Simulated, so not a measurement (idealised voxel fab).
Herein follows the process module entitled voxel gate over fins.
The cross-section shown here is cut; it is 215 nm wide and divided into square cells measuring 5 nm on a side.
The cross-sections in this document take the form of a grid made of square cells. They are written out as bands, in order from top to bottom. Each band consists of one or more rows of cells.
Top height, bottom height, nm. Materials left to right, width each, nm. Single material + "all across" = fills band edge to edge. "blank" = empty.
Heights are reckoned from 0. Under this level, the received wafer is all of one material. The bottommost band is open-ended downward, for example "0 down".
The notation "30..40" denotes a width that varies across the rows of cells in the band, beginning at the first number in the top row, finishing at the second number in the bottom row, and changing by an identical amount from each row to the next.
Step marked "nothing got changed"? Then no cell in the cross-section changed in it.
In "Enclosed void entries" the enclosed voids are listed, meaning empty spaces of 8 cells or larger without any opening to the top. The form is width x height at distance, distance from the left edge, units nm.
It should be noted that, on the line of a given step, the content following the step's settings is a remark produced by the simulator itself with respect to that step.
The "overlay nm" setting may appear on a step's line; for a step that uses a mask, it gives how far to the right of its planned position the mask lay, and a negative value indicates the left.

Process steps - plan:
1. RECEIVE,material Si
2. CONFORMAL_DEP,material SiN,thk nm 5
3. MASKED_ETCH,tone cover,mask id FINS,width nm 15,pitch nm 40,etch materials SiN,depth nm 5,overlay nm 0
4. MASKED_ETCH,tone cover,mask id FINS,width nm 15,pitch nm 40,etch materials Si,depth nm 35,overlay nm 0
5. FILL_DEP,material SiO2,thk nm 15
6. CMP,height nm 5
7. SELECTIVE_ETCH,etch materials SiO2,depth nm 20
8. STRIP,etch materials SiN
9. CONFORMAL_DEP,material HfO2,thk nm 5
10. CONFORMAL_DEP,material TiN,thk nm 5
11. FILL_DEP,material W,thk nm 15
12. CMP,height nm 20
13. CONFORMAL_DEP,material SiN,thk nm 5

First wafer, as planned:

As-received wafer cross-section (after step 1):
0 down: Si all across
Enclosed void entries: none

After step 2, in cross-section:
5 to 0: SiN all across
All layers under 0 are left as they were.

After step 3, in cross-section:
5 to 0: blank=80, then SiN=15, then blank=25, then SiN=15, then blank=80
All layers under 0 are left as they were.

After step 4, in cross-section:
5 to 0: blank=80, then SiN=15, then blank=25, then SiN=15, then blank=80
0 to -35: blank=80, then Si=15, then blank=25, then Si=15, then blank=80
All layers under -35 are left as they were.

After step 5, in cross-section:
20 to 5: SiO2 all across
5 to 0: SiO2=80, then SiN=15, then SiO2=25, then SiN=15, then SiO2=80
0 to -35: SiO2=80, then Si=15, then SiO2=25, then Si=15, then SiO2=80
All layers under -35 are left as they were.

After step 6, in cross-section:
5 to 0: SiO2=80, then SiN=15, then SiO2=25, then SiN=15, then SiO2=80
All layers under 0 are left as they were.

After step 7, in cross-section:
5 to 0: blank=80, then SiN=15, then blank=25, then SiN=15, then blank=80
0 to -15: blank=80, then Si=15, then blank=25, then Si=15, then blank=80
All layers under -15 are left as they were.

After step 8, in cross-section:
0 to -15: blank=80, then Si=15, then blank=25, then Si=15, then blank=80
All layers under -15 are left as they were.

After step 9, in cross-section:
5 to 0: blank=75, then HfO2=25, then blank=15, then HfO2=25, then blank=75
0 to -10: blank=75, then HfO2=5, then Si=15, then HfO2=5, then blank=15, then HfO2=5, then Si=15, then HfO2=5, then blank=75
-10 to -15: HfO2=80, then Si=15, then HfO2=25, then Si=15, then HfO2=80
All layers under -15 are left as they were.

After step 10, in cross-section:
10 to 5: blank=70, then TiN=35, then blank=5, then TiN=35, then blank=70
5 to 0: blank=70, then TiN=5, then HfO2=25, then TiN=5, then blank=5, then TiN=5, then HfO2=25, then TiN=5, then blank=70
0 to -5: blank=70, then TiN=5, then HfO2=5, then Si=15, then HfO2=5, then TiN=5, then blank=5, then TiN=5, then HfO2=5, then Si=15, then HfO2=5, then TiN=5, then blank=70
-5 to -10: TiN=75, then HfO2=5, then Si=15, then HfO2=5, then TiN=15, then HfO2=5, then Si=15, then HfO2=5, then TiN=75
All layers under -10 are left as they were.

After step 11, in cross-section:
25 to 10: W all across
10 to 5: W=70, then TiN=35, then W=5, then TiN=35, then W=70
5 to 0: W=70, then TiN=5, then HfO2=25, then TiN=5, then W=5, then TiN=5, then HfO2=25, then TiN=5, then W=70
0 to -5: W=70, then TiN=5, then HfO2=5, then Si=15, then HfO2=5, then TiN=5, then W=5, then TiN=5, then HfO2=5, then Si=15, then HfO2=5, then TiN=5, then W=70
All layers under -5 are left as they were.

After step 12, in cross-section:
20 to 10: W all across
All layers under 10 are left as they were.

After step 13, in cross-section:
25 to 20: SiN all across
All layers under 20 are left as they were.

Here the second wafer is described. Its start and its plan were those of the first wafer. Its run contained one mistake. Up to and including step 3, it did exactly what the first wafer did:

Cross-sectional representation of the second wafer at the time designated in the plan for the completion of step 4:
5 to 0: blank=80, then SiN=15, then blank=25, then SiN=15, then blank=80
0 to -70: blank=80, then Si=15, then blank=25, then Si=15, then blank=80
All layers under -70 are left as they were.

Cross-sectional representation of the second wafer at the time designated in the plan for the completion of step 5:
20 to 5: SiO2 all across
5 to 0: SiO2=80, then SiN=15, then SiO2=25, then SiN=15, then SiO2=80
0 to -70: SiO2=80, then Si=15, then SiO2=25, then Si=15, then SiO2=80
All layers under -70 are left as they were.

Cross-sectional representation of the second wafer at the time designated in the plan for the completion of step 6:
5 to 0: SiO2=80, then SiN=15, then SiO2=25, then SiN=15, then SiO2=80
All layers under 0 are left as they were.

Cross-sectional representation of the second wafer at the time designated in the plan for the completion of step 7:
5 to 0: blank=80, then SiN=15, then blank=25, then SiN=15, then blank=80
0 to -15: blank=80, then Si=15, then blank=25, then Si=15, then blank=80
All layers under -15 are left as they were.

Cross-sectional representation of the second wafer at the time designated in the plan for the completion of step 8:
0 to -15: blank=80, then Si=15, then blank=25, then Si=15, then blank=80
All layers under -15 are left as they were.

Cross-sectional representation of the second wafer at the time designated in the plan for the completion of step 9:
5 to 0: blank=75, then HfO2=25, then blank=15, then HfO2=25, then blank=75
0 to -10: blank=75, then HfO2=5, then Si=15, then HfO2=5, then blank=15, then HfO2=5, then Si=15, then HfO2=5, then blank=75
-10 to -15: HfO2=80, then Si=15, then HfO2=25, then Si=15, then HfO2=80
All layers under -15 are left as they were.

Cross-sectional representation of the second wafer at the time designated in the plan for the completion of step 10:
10 to 5: blank=70, then TiN=35, then blank=5, then TiN=35, then blank=70
5 to 0: blank=70, then TiN=5, then HfO2=25, then TiN=5, then blank=5, then TiN=5, then HfO2=25, then TiN=5, then blank=70
0 to -5: blank=70, then TiN=5, then HfO2=5, then Si=15, then HfO2=5, then TiN=5, then blank=5, then TiN=5, then HfO2=5, then Si=15, then HfO2=5, then TiN=5, then blank=70
-5 to -10: TiN=75, then HfO2=5, then Si=15, then HfO2=5, then TiN=15, then HfO2=5, then Si=15, then HfO2=5, then TiN=75
All layers under -10 are left as they were.

Cross-sectional representation of the second wafer at the time designated in the plan for the completion of step 11:
25 to 10: W all across
10 to 5: W=70, then TiN=35, then W=5, then TiN=35, then W=70
5 to 0: W=70, then TiN=5, then HfO2=25, then TiN=5, then W=5, then TiN=5, then HfO2=25, then TiN=5, then W=70
0 to -5: W=70, then TiN=5, then HfO2=5, then Si=15, then HfO2=5, then TiN=5, then W=5, then TiN=5, then HfO2=5, then Si=15, then HfO2=5, then TiN=5, then W=70
All layers under -5 are left as they were.

Cross-sectional representation of the second wafer at the time designated in the plan for the completion of step 12:
20 to 10: W all across
All layers under 10 are left as they were.

Cross-sectional representation of the second wafer at the time designated in the plan for the completion of step 13:
25 to 20: SiN all across
All layers under 20 are left as they were.
Deviation from plan: the plan had its step 4 run twice
Count the cells at the end and the second wafer has more or fewer of some materials than the first: Si: 259 fewer; SiO2: 259 more
